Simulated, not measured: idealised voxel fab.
Documented hereafter: the process module known as voxel self aligned vias.
Section cut is 245 nm wide and gridded with 5 nm square cells.
In what follows, cross-sections appear as grids of square cells, described through bands that run from the top down, where every band is one or more rows of cells.
This entry defines a band. It first specifies the height of the band's top and the height of its bottom in nm, and then specifies the band's materials from left to right, stating each material with its width in nm. The word "everywhere" identifies a single material that fills the band from edge to edge, while the word "empty" identifies empty space.
A quick word on heights: they are counted from 0, and under that level the wafer as it came to us is one material throughout. The lowest band is different from the rest in having no bottom; it simply continues downward, written as in "0 nm and below".
Quick explanation for "30 to 40": the width changes in equal steps down the rows of cells, from the first number in the band's top row to the second number in its bottom row.
Where the words "remained unchanged" appear for a step, the cross-section shows no cell changed by that step; every cell remained as before.
Closed empty spaces (no open way to the top) of 8 cells or more are what "Entrapped voids" lists, each as width x height at distance from the left edge, nm for all three.
What comes after the settings on a step's line is commentary from the simulator itself on that step.
overlay nm: mask right of planned place by this much (step with mask). Neg. = left.

### Intended process steps
1. RECEIVE,material Si
2. CONFORMAL_DEP,material SiO2,thk nm 10
3. CONFORMAL_DEP,material SiCN,thk nm 5
4. DIRECTIONAL_DEP,material lowk,thk nm 25
5. PATTERN,tone open,mask id LINES,material resist,width nm 30,pitch nm 65,thk nm 15,overlay nm 0
6. DIRECTIONAL_ETCH,etch materials lowk,depth nm 25
7. STRIP,etch materials resist
8. CONFORMAL_DEP,material TiN,thk nm 5
9. FILL_DEP,material Ru,thk nm 10
10. CMP,height nm 40
11. SELECTIVE_ETCH,etch materials W Ru TiN,depth nm 10
12. FILL_DEP,material SiN,thk nm 5
13. CMP,height nm 40
14. DIRECTIONAL_DEP,material lowk,thk nm 15
15. MASKED_ETCH,tone open,mask id VIAS,width nm 40,pitch nm 65,etch materials lowk,depth nm 15,overlay nm 0
16. MASKED_ETCH,tone open,mask id VIAS,width nm 40,pitch nm 65,etch materials SiN,depth nm 10,overlay nm 0
17. CONFORMAL_DEP,material TiN,thk nm 5
18. FILL_DEP,material Ru,thk nm 10
19. CMP,height nm 55
20. CONFORMAL_DEP,material SiN,thk nm 5

### Incoming wafer in cross-section (state: after step 1)
0 nm and below: Si everywhere
Entrapped voids: none

### Module complete - cross-section of the first of two wafers, run according to plan
60 nm to 55 nm: SiN everywhere
55 nm to 45 nm: lowk (35) | TiN (5) | Ru (30) | TiN (5) | lowk (25) | TiN (5) | Ru (30) | TiN (5) | lowk (25) | TiN (5) | Ru (30) | TiN (5) | lowk (40)
45 nm to 35 nm: lowk (35 to 40) | TiN (10 to 5) | Ru (20) | TiN (10 to 5) | lowk (25 to 35) | TiN (10 to 5) | Ru (20) | TiN (10 to 5) | lowk (25 to 35) | TiN (10 to 5) | Ru (20) | TiN (10 to 5) | lowk (40 to 45)
35 nm to 30 nm: lowk (40) | TiN (30) | lowk (35) | TiN (30) | lowk (35) | TiN (30) | lowk (45)
30 nm to 20 nm: lowk (40) | TiN (5) | Ru (20) | TiN (5) | lowk (35) | TiN (5) | Ru (20) | TiN (5) | lowk (35) | TiN (5) | Ru (20) | TiN (5) | lowk (45)
20 nm to 15 nm: lowk (40) | TiN (30) | lowk (35) | TiN (30) | lowk (35) | TiN (30) | lowk (45)
15 nm to 10 nm: SiCN everywhere
10 nm to 0 nm: SiO2 everywhere
0 nm and below: Si everywhere
Entrapped voids: none

### This is the second of the two wafers, cross-sectioned at the end of the module; it started exactly like the first and was given the same plan, but it was run with one mistake
60 nm to 55 nm: SiN everywhere
55 nm to 45 nm: lowk (35) | TiN (5) | Ru (30) | TiN (5) | lowk (25) | TiN (5) | Ru (30) | TiN (5) | lowk (25) | TiN (5) | Ru (30) | TiN (5) | lowk (40)
45 nm to 35 nm: lowk (35) | TiN (5) | Ru (20) | TiN (15 to 5) | lowk (25 to 35) | TiN (5) | Ru (20) | TiN (15 to 5) | lowk (25 to 35) | TiN (5) | Ru (20) | TiN (15 to 5) | lowk (40 to 50)
35 nm to 30 nm: lowk (35) | TiN (30) | lowk (35) | TiN (30) | lowk (35) | TiN (30) | lowk (50)
30 nm to 20 nm: lowk (35) | TiN (5) | Ru (20) | TiN (5) | lowk (35) | TiN (5) | Ru (20) | TiN (5) | lowk (35) | TiN (5) | Ru (20) | TiN (5) | lowk (50)
20 nm to 15 nm: lowk (35) | TiN (30) | lowk (35) | TiN (30) | lowk (35) | TiN (30) | lowk (50)
15 nm to 10 nm: SiCN everywhere
10 nm to 0 nm: SiO2 everywhere
0 nm and below: Si everywhere
Entrapped voids: none
Want to know what went wrong? step 5 went in with a setting other than planned; the actual run was PATTERN,tone open,mask id LINES,material resist,width nm 30,pitch nm 65,thk nm 15,overlay nm -5
Tallied in cells, the final second wafer holds each material in the same quantity as the first, although not at the same places.
